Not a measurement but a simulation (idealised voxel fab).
The name of this process module is voxel double patterning.
It is cross-section cut that appears here, measuring 275 nm in width, its square cells being 5 nm in size.
Each cross-section below is a grid of square cells, stated as bands in top-down order, with one or more rows of cells making up each band. Quick guide to a band line: top height, bottom height (nm) up front; then every material left to right with its width in nm. Only one material and it's marked "throughout"? Then it fills the band edge to edge. And "blank" just means empty space. Measure heights from 0. That's the level where, below it, the as-received wafer is all one material. The lowest band is bottomless and extends downward; write it as in "from 0 down". The notation "30 to 40" denotes a width that varies across the rows of cells in the band, beginning at the first number in the top row, finishing at the second number in the bottom row, and changing by an identical amount from each row to the next. "nothing was modified" for a step: no cell of the cross-section changed in that step. In the "Enclosed internal voids" entry, you get each enclosed empty space of 8 cells or more, one with no open way to the top, written width x height at distance, distance from the left edge, in nm. Formally, on a step line, whatever follows the settings is a remark that the simulator itself makes on the step. overlay nm: how far to the right of its planned place the mask lay on this masked step (negative: to the left).
This section lists the process steps that were planned
| 1 | RECEIVE,material Si |
| 2 | CONFORMAL_DEP,material SiO2,thk nm 10 |
| 3 | DIRECTIONAL_DEP,material W,thk nm 15 |
| 4 | DIRECTIONAL_DEP,material SiCN,thk nm 5 |
| 5 | PATTERN,tone open,mask id FIRST,material resist,width nm 15,pitch nm 50,thk nm 15,overlay nm 0 |
| 6 | DIRECTIONAL_ETCH,etch materials SiCN,depth nm 5 |
| 7 | STRIP,etch materials resist |
| 8 | PATTERN,tone open,mask id SECOND,material resist,width nm 15,pitch nm 50,thk nm 15,overlay nm -15 |
| 9 | DIRECTIONAL_ETCH,etch materials SiCN,depth nm 5 |
| 10 | STRIP,etch materials resist |
| 11 | DIRECTIONAL_ETCH,etch materials W,depth nm 15 |
| 12 | STRIP,etch materials SiCN |
Among the wafers covered here, the point of difference is the overlay nm at step 8; their starting state is shared, and the plan presents the value of the first wafer.
The first of several wafers, as received after step 1, seen in section
	from 0 down = Si throughout
	Enclosed internal voids: none
Last step of the module is step 12; after it, the first of several wafers in cross-section
	from 25 to 10 = W: 80 | blank: 25 | W: 25 | blank: 25 | W: 25 | blank: 15 | W: 80
	from 10 to 0 = SiO2 throughout
	from 0 down = Si throughout
	Enclosed internal voids: none
The final wafer, sectioned at module end
	from 25 to 10 = W: 80 | blank: 15 | W: 25 | blank: 25 | W: 25 | blank: 25 | W: 80
	from 10 to 0 = SiO2 throughout
	from 0 down = Si throughout
	Enclosed internal voids: none
The rows of the table below are wafers. Looking at the end of the module, a row counts, for every material, the cells the wafer has gained, shown as (+), or lost, shown as (-), since it was received; its closed voids come next
overlay nm -15; +110 SiO2; +126 W; Enclosed internal voids: none
overlay nm -10; +110 SiO2; +120 W; Enclosed internal voids: none
overlay nm -5; +110 SiO2; +120 W; Enclosed internal voids: none
overlay nm 0; +110 SiO2; +120 W; Enclosed internal voids: none
overlay nm 5; +110 SiO2; +120 W; Enclosed internal voids: none
overlay nm 10; +110 SiO2; +120 W; Enclosed internal voids: none
overlay nm 15; +110 SiO2; +126 W; Enclosed internal voids: none
